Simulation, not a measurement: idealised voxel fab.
process module | voxel lift off
The width of the displayed cross-section, cut, is 300 nm; its cells are square, with a size of 5 nm.
If you're reading a cross-section in this doc, picture square cells in a grid; it comes to you as bands, top ones listed first down to the bottom, and a band can be one or more rows of cells.
Read a band's entry like this: the first values are the height of its top and the height of its bottom in nm, and what follows is the sequence of materials from left to right, each with its width in nm. Note that "empty" is empty space, and that a single material marked "throughout" reaches across the band from edge to edge.
Note: height 0 marks the level under which the wafer is uniformly one material as received. Lowest band unbounded below, written "0 nm and below".
The two numbers in a width such as "30 to 40" mark its ends across the band: the first belongs to the top row of cells, the second to the bottom row, and from each row to the next the width moves by the same amount.
The cross-section has no changed cell in any step marked "nothing changed".
Empty spaces counting at least 8 cells and having no open way to the top are listed in "Closed empty spaces". The notation width x height at distance is used for each, the distance being from the left edge and all three values in nm.
Step line, after settings: the simulator's comment on this step.
The line of a step may include "overlay nm". On a step with a mask, this value is how far to the right of its planned place the mask lay. A negative value means the mask lay to the left.
Intended process steps
| 1 | RECEIVE, material Si |
| 2 | CONFORMAL_DEP, material SiN, thk nm 15 |
| 3 | PATTERN, tone open, mask id LINES, material resist, width nm 30, pitch nm 60, thk nm 20, overlay nm 0 |
| 4 | DIRECTIONAL_DEP, material Ru, thk nm 10 |
| 5 | STRIP, etch materials resist |
| 6 | CONFORMAL_DEP, material SiCN, thk nm 10 |
Step 1 complete: cross-section of the wafer as received
0 nm and below = Si throughout
Closed empty spaces: none
The module was run from the start shown above using the plan shown above, but one mistake was made doing it; the resulting wafer cross-section is below
35 nm to 25 nm = empty (55), SiCN (50), empty (10), SiCN (50), empty (10), SiCN (50), empty (75)
25 nm to 15 nm = SiCN (65), Ru (30), SiCN (30), Ru (30), SiCN (30), Ru (30), SiCN (85)
15 nm to 0 nm = SiN throughout
0 nm and below = Si throughout
Closed empty spaces: none
Finding, execution versus plan: step 3 went in with a setting other than planned; the actual run was PATTERN, tone open, mask id LINES, material resist, width nm 30, pitch nm 60, thk nm 20, overlay nm -10
